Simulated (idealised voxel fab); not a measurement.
This is a process module. Its name is voxel capacitor over wiring.
Square cell edge 5 nm, section width 300 nm, ID cut.
When this document writes out a cross-section, it uses a grid of square cells and lists it as bands, beginning at the top and moving down, with a band standing for one or more rows of cells.
Band: top and bottom heights (nm) first, top before bottom; then materials from left to right, widths in nm. "edge to edge" marks a sole material filling the band edge to edge. "blank" denotes empty space.
The reference from which all heights are counted is 0, the level beneath which the as-received wafer is entirely one material; the lowest band, having no lower bound, proceeds downward and is written after the example "top 0, no bottom".
Width: "30 to 40" (first number = top row, second number = bottom row, same change from row to row of cells).
What does "all unchanged" mean for a step? It means no cell of the cross-section changed in that step.
Closed-off voids of 8+ cells (no open route to the top) go in "Enclosed void list", written width x height at distance from the left edge, in nm.
Text after the settings on a step's line: the simulator's own remark on that step.
The "overlay nm" setting may appear on a step's line; for a step that uses a mask, it gives how far to the right of its planned position the mask lay, and a negative value indicates the left.
**The steps planned for the process are as follows**
- 1: RECEIVE | material Si
- 2: CONFORMAL_DEP | material SiO2 | thk nm 15
- 3: CONFORMAL_DEP | material SiCN | thk nm 5
- 4: DIRECTIONAL_DEP | material SiO2 | thk nm 20
- 5: DIRECTIONAL_DEP | material aC | thk nm 15
- 6: PATTERN | tone open | mask id METAL_1 | material resist | width nm 25 | pitch nm 80 | thk nm 30 | overlay nm 0
- 7: DIRECTIONAL_ETCH | etch materials aC | depth nm 15
- 8: STRIP | etch materials resist
- 9: DIRECTIONAL_ETCH | etch materials SiO2 | depth nm 20
- 10: DIRECTIONAL_ETCH | etch materials SiCN | depth nm 5
- 11: STRIP | etch materials aC
- 12: CONFORMAL_DEP | material TiN | thk nm 5
- 13: FILL_DEP | material W | thk nm 5
- 14: CMP | height nm 40
- 15: CONFORMAL_DEP | material SiCN | thk nm 5
- 16: DIRECTIONAL_DEP | material SiO2 | thk nm 10
- 17: PATTERN | tone open | mask id PLUG_1 | material resist | width nm 15 | thk nm 20 | overlay nm 0
- 18: DIRECTIONAL_ETCH | etch materials SiO2 | depth nm 10
- 19: DIRECTIONAL_ETCH | etch materials SiCN | depth nm 5
- 20: STRIP | etch materials resist
- 21: CONFORMAL_DEP | material TiN | thk nm 5
- 22: FILL_DEP | material Ru | thk nm 10
- 23: CMP | height nm 55
- 24: DIRECTIONAL_DEP | material TiN | thk nm 5
- 25: DIRECTIONAL_DEP | material HfO2 | thk nm 5
- 26: DIRECTIONAL_DEP | material TiN | thk nm 5
- 27: MASKED_ETCH | tone cover | mask id UPPER_PLATE | width nm 60 | etch materials TiN | depth nm 5 | overlay nm 0
- 28: MASKED_ETCH | tone cover | mask id UPPER_PLATE | width nm 60 | etch materials HfO2 | depth nm 5 | overlay nm 0
- 29: MASKED_ETCH | tone cover | mask id LOWER_PLATE | width nm 70 | etch materials TiN | depth nm 5 | overlay nm 0
- 30: FILL_DEP | material SiO2 | thk nm 20
- 31: CMP | height nm 85
- 32: MASKED_ETCH | tone open | mask id PLUG_2 | width nm 15 | etch materials SiO2 | depth nm 15 | overlay nm 0
- 33: CONFORMAL_DEP | material TiN | thk nm 5
- 34: FILL_DEP | material Ru | thk nm 5
- 35: CMP | height nm 85
- 36: CONFORMAL_DEP | material SiCN | thk nm 5
**as received, after step 1**
  top 0, no bottom = Si edge to edge
  Enclosed void list: none
**The first of two wafers, cross-sectioned at the end of the module, with the run proceeding as planned**
  top 90, bottom 85 = SiCN edge to edge
  top 85, bottom 75 = SiO2 (115), TiN (5), Ru (5), TiN (5), SiO2 (170)
  top 75, bottom 65 = SiO2 (115 to 105), TiN (15 to 60), SiO2 (170 to 135)
  top 65, bottom 60 = SiO2 (105), HfO2 (60), SiO2 (135)
  top 60, bottom 55 = SiO2 (100), TiN (70), SiO2 (130)
  top 55, bottom 45 = SiO2 (105), TiN (5), Ru (5), TiN (5), SiO2 (180)
  top 45, bottom 40 = SiCN (105), TiN (15), SiCN (180)
  top 40, bottom 20 = SiO2 (95), TiN (5), W (15), TiN (5), SiO2 (55), TiN (5), W (15), TiN (5), SiO2 (100)
  top 20, bottom 15 = SiCN (95), TiN (25), SiCN (55), TiN (25), SiCN (100)
  top 15, bottom 0 = SiO2 edge to edge
  top 0, no bottom = Si edge to edge
  Enclosed void list: none
**End-of-module cross-section of the second wafer: identical starting point and process plan to the first, with one processing mistake**
  top 90, bottom 85 = SiCN edge to edge
  top 85, bottom 75 = SiO2 (115), TiN (5), Ru (5), TiN (5), SiO2 (170)
  top 75, bottom 65 = SiO2 (115 to 105), TiN (15 to 60), SiO2 (170 to 135)
  top 65, bottom 60 = SiO2 (105), HfO2 (60), SiO2 (135)
  top 60, bottom 55 = SiO2 (100), TiN (70), SiO2 (130)
  top 55, bottom 45 = SiO2 (105), TiN (5), Ru (5), TiN (5), SiO2 (180)
  top 45, bottom 40 = SiCN (105), TiN (15), SiCN (180)
  top 40, bottom 35 = SiO2 (95), TiN (5), W (15), TiN (5), SiO2 (55), TiN (5), W (15), TiN (5), SiO2 (100)
  top 35, bottom 30 = SiCN (95), TiN (25), SiCN (55), TiN (25), SiCN (100)
  top 30, bottom 0 = SiO2 edge to edge
  top 0, no bottom = Si edge to edge
  Enclosed void list: none
Plan not followed: step 2 of the plan was twice carried out
Materials where the second wafer ends with more or fewer cells than the first: SiO2: 30 more, TiN: 12 fewer, W: 18 fewer
